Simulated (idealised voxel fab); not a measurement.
The document below concerns the process module designated voxel transistor to metal.
Square cells of 5 nm make up the cross-section cut, whose width is 155 nm.
Each cross-section below is a grid of square cells, stated as bands in top-down order, with one or more rows of cells making up each band. Read a band's entry like this: the first values are the height of its top and the height of its bottom in nm, and what follows is the sequence of materials from left to right, each with its width in nm. Note that "air" is empty space, and that a single material marked "throughout" reaches across the band from edge to edge. Below 0: as-received wafer, all one material; heights counted from there. Lowest band: no bottom, goes on down, written "top 0, no bottom". Width: "30->40" (first number = top row, second number = bottom row, same change from row to row of cells). A step reported as "identical to before" is a step in which no cell of the cross-section changed. Each empty space that has no open way to the top and spans at least 8 cells appears under "Closed empty spaces" as width x height at distance, the distance counted from the left edge, all in nm. Read whatever lies past the settings on a step's line as the simulator's own remark about the step. overlay nm: mask right of planned place by this much (step with mask). Neg. = left.
Process steps (planned):
| 1 | RECEIVE,material Si |
| 2 | CONFORMAL_DEP,material SiO2,thk nm 5 |
| 3 | CONFORMAL_DEP,material SiN,thk nm 15 |
| 4 | PATTERN,tone cover,mask id ACTIVE,material resist,width nm 105,thk nm 15,overlay nm 0 |
| 5 | DIRECTIONAL_ETCH,etch materials SiN,depth nm 15 |
| 6 | DIRECTIONAL_ETCH,etch materials SiO2,depth nm 5 |
| 7 | DIRECTIONAL_ETCH,etch materials Si,depth nm 20 |
| 8 | STRIP,etch materials resist |
| 9 | OXIDIZE,depth nm 5 |
| 10 | FILL_DEP,material SiO2,thk nm 15 |
| 11 | CMP,height nm 20 |
| 12 | SELECTIVE_ETCH,etch materials SiO2,depth nm 15 |
| 13 | STRIP,etch materials SiN |
| 14 | SELECTIVE_ETCH,etch materials SiO2,depth nm 5 |
| 15 | OXIDIZE,depth nm 5 |
| 16 | DIRECTIONAL_DEP,material polySi,thk nm 30 |
| 17 | DIRECTIONAL_DEP,material SiCN,thk nm 10 |
| 18 | DIRECTIONAL_DEP,material aC,thk nm 10 |
| 19 | PATTERN,tone cover,mask id GATE,material resist,width nm 25,thk nm 30,overlay nm 0 |
| 20 | DIRECTIONAL_ETCH,etch materials aC,depth nm 10 |
| 21 | STRIP,etch materials resist |
| 22 | DIRECTIONAL_ETCH,etch materials SiCN,depth nm 20 |
| 23 | DIRECTIONAL_ETCH,etch materials polySi,depth nm 40 |
| 24 | STRIP,etch materials aC |
| 25 | CONFORMAL_DEP,material SiO2,thk nm 5 |
| 26 | DIRECTIONAL_ETCH,etch materials SiO2,depth nm 5 |
| 27 | CONFORMAL_DEP,material SiN,thk nm 10 |
| 28 | DIRECTIONAL_ETCH,etch materials SiN,depth nm 10 |
| 29 | DIRECTIONAL_ETCH,etch materials SiO2,depth nm 5 |
| 30 | DIRECTIONAL_ETCH,etch materials Si,depth nm 15 |
| 31 | EPI,material nSi,thk nm 15 |
| 32 | FILL_DEP,material SiO2,thk nm 10 |
| 33 | CMP,height nm 40 |
| 34 | DIRECTIONAL_DEP,material SiO2,thk nm 15 |
| 35 | PATTERN,tone open,mask id CONTACT,material resist,width nm 30,pitch nm 65,thk nm 20,overlay nm 0 |
| 36 | DIRECTIONAL_ETCH,etch materials SiO2,depth nm 60 |
| 37 | STRIP,etch materials resist |
| 38 | CONFORMAL_DEP,material TiN,thk nm 5 |
| 39 | FILL_DEP,material Ru,thk nm 5 |
| 40 | CMP,height nm 55 |
| 41 | CONFORMAL_DEP,material SiCN,thk nm 5 |
| 42 | DIRECTIONAL_DEP,material SiO2,thk nm 25 |
| 43 | MASKED_ETCH,tone open,mask id METAL_1,width nm 20,pitch nm 75,etch materials SiO2,depth nm 25,overlay nm 0 |
| 44 | MASKED_ETCH,tone open,mask id METAL_1,width nm 20,pitch nm 75,etch materials SiCN,depth nm 5,overlay nm 0 |
| 45 | CONFORMAL_DEP,material TiN,thk nm 5 |
| 46 | FILL_DEP,material Cu,thk nm 5 |
| 47 | CMP,height nm 85 |
| 48 | CONFORMAL_DEP,material SiN,thk nm 5 |
Delivered wafer in cross-section: state after step 1:
* top 0, no bottom = Si throughout
* Closed empty spaces: none
Cross-section: first of two wafers, module finished, run according to plan:
* top 90, bottom 85 = SiN throughout
* top 85, bottom 60 = 30 SiO2, 5 TiN, 10 Cu, 5 TiN, 55 SiO2, 5 TiN, 10 Cu, 5 TiN, 30 SiO2
* top 60, bottom 55 = 30 SiCN, 20 TiN, 55 SiCN, 20 TiN, 30 SiCN
* top 55, bottom 45 = 30 SiO2, 5 TiN, 20 Ru, 5 TiN, 35 SiO2, 5 TiN, 20 Ru, 5 TiN, 30 SiO2
* top 45, bottom 40 = 30 SiO2, 5 TiN, 10 Ru, 15 TiN, 35 SiO2, 15 TiN, 10 Ru, 5 TiN, 30 SiO2
* top 40, bottom 30 = 30 SiO2, 5 TiN, 10 Ru, 5 TiN, 10 SiN, 5 SiO2, 25 SiCN, 5 SiO2, 10 SiN, 5 TiN, 10 Ru, 5 TiN, 30 SiO2
* top 30, bottom 15 = 30 SiO2, 5 TiN, 10 Ru, 5 TiN, 10 SiN, 5 SiO2, 25 polySi, 5 SiO2, 10 SiN, 5 TiN, 10 Ru, 5 TiN, 30 SiO2
* top 15, bottom 10 = 30 SiO2, 20 TiN, 10 SiN, 5 SiO2, 25 polySi, 5 SiO2, 10 SiN, 20 TiN, 30 SiO2
* top 10, bottom 0 = 30 SiO2, 5 TiN, 15 nSi, 10 SiN, 5 SiO2, 25 polySi, 5 SiO2, 10 SiN, 15 nSi, 5 TiN, 30 SiO2
* top 0, bottom -5 = 30 SiO2, 5 TiN, 15 nSi, 55 SiO2, 15 nSi, 5 TiN, 30 SiO2
* top -5, bottom -20 = 30 SiO2, 20 nSi, 55 Si, 20 nSi, 30 SiO2
* top -20, bottom -25 = 30 SiO2, 95 Si, 30 SiO2
* top -25, no bottom = Si throughout
* Closed empty spaces: none
Wafer two, end of module, cross-section. Same start, same plan as wafer one. One mistake in the run:
* top 90, bottom 85 = SiN throughout
* top 85, bottom 65 = 25 Cu, 5 TiN, 20 SiO2, 5 TiN, 45 Cu, 5 TiN, 20 SiO2, 5 TiN, 25 Cu
* top 65, bottom 60 = 30 TiN, 20 SiO2, 55 TiN, 20 SiO2, 30 TiN
* top 60, bottom 55 = SiCN throughout
* top 55, bottom 45 = 30 SiO2, 5 TiN, 20 Ru, 5 TiN, 35 SiO2, 5 TiN, 20 Ru, 5 TiN, 30 SiO2
* top 45, bottom 40 = 30 SiO2, 5 TiN, 10 Ru, 15 TiN, 35 SiO2, 15 TiN, 10 Ru, 5 TiN, 30 SiO2
* top 40, bottom 30 = 30 SiO2, 5 TiN, 10 Ru, 5 TiN, 10 SiN, 5 SiO2, 25 SiCN, 5 SiO2, 10 SiN, 5 TiN, 10 Ru, 5 TiN, 30 SiO2
* top 30, bottom 15 = 30 SiO2, 5 TiN, 10 Ru, 5 TiN, 10 SiN, 5 SiO2, 25 polySi, 5 SiO2, 10 SiN, 5 TiN, 10 Ru, 5 TiN, 30 SiO2
* top 15, bottom 10 = 30 SiO2, 20 TiN, 10 SiN, 5 SiO2, 25 polySi, 5 SiO2, 10 SiN, 20 TiN, 30 SiO2
* top 10, bottom 0 = 30 SiO2, 5 TiN, 15 nSi, 10 SiN, 5 SiO2, 25 polySi, 5 SiO2, 10 SiN, 15 nSi, 5 TiN, 30 SiO2
* top 0, bottom -5 = 30 SiO2, 5 TiN, 15 nSi, 55 SiO2, 15 nSi, 5 TiN, 30 SiO2
* top -5, bottom -20 = 30 SiO2, 20 nSi, 55 Si, 20 nSi, 30 SiO2
* top -20, bottom -25 = 30 SiO2, 95 Si, 30 SiO2
* top -25, no bottom = Si throughout
* Closed empty spaces: none
Which mistake was made when the wafer was run? rather than as planned, step 43 actually ran as MASKED_ETCH,tone cover,mask id METAL_1,width nm 20,pitch nm 75,etch materials SiO2,depth nm 25,overlay nm 0
The final cell counts differ between the wafers, with the second having more or fewer of some materials than the first: +56 Cu; +8 SiCN; -75 SiO2; +11 TiN
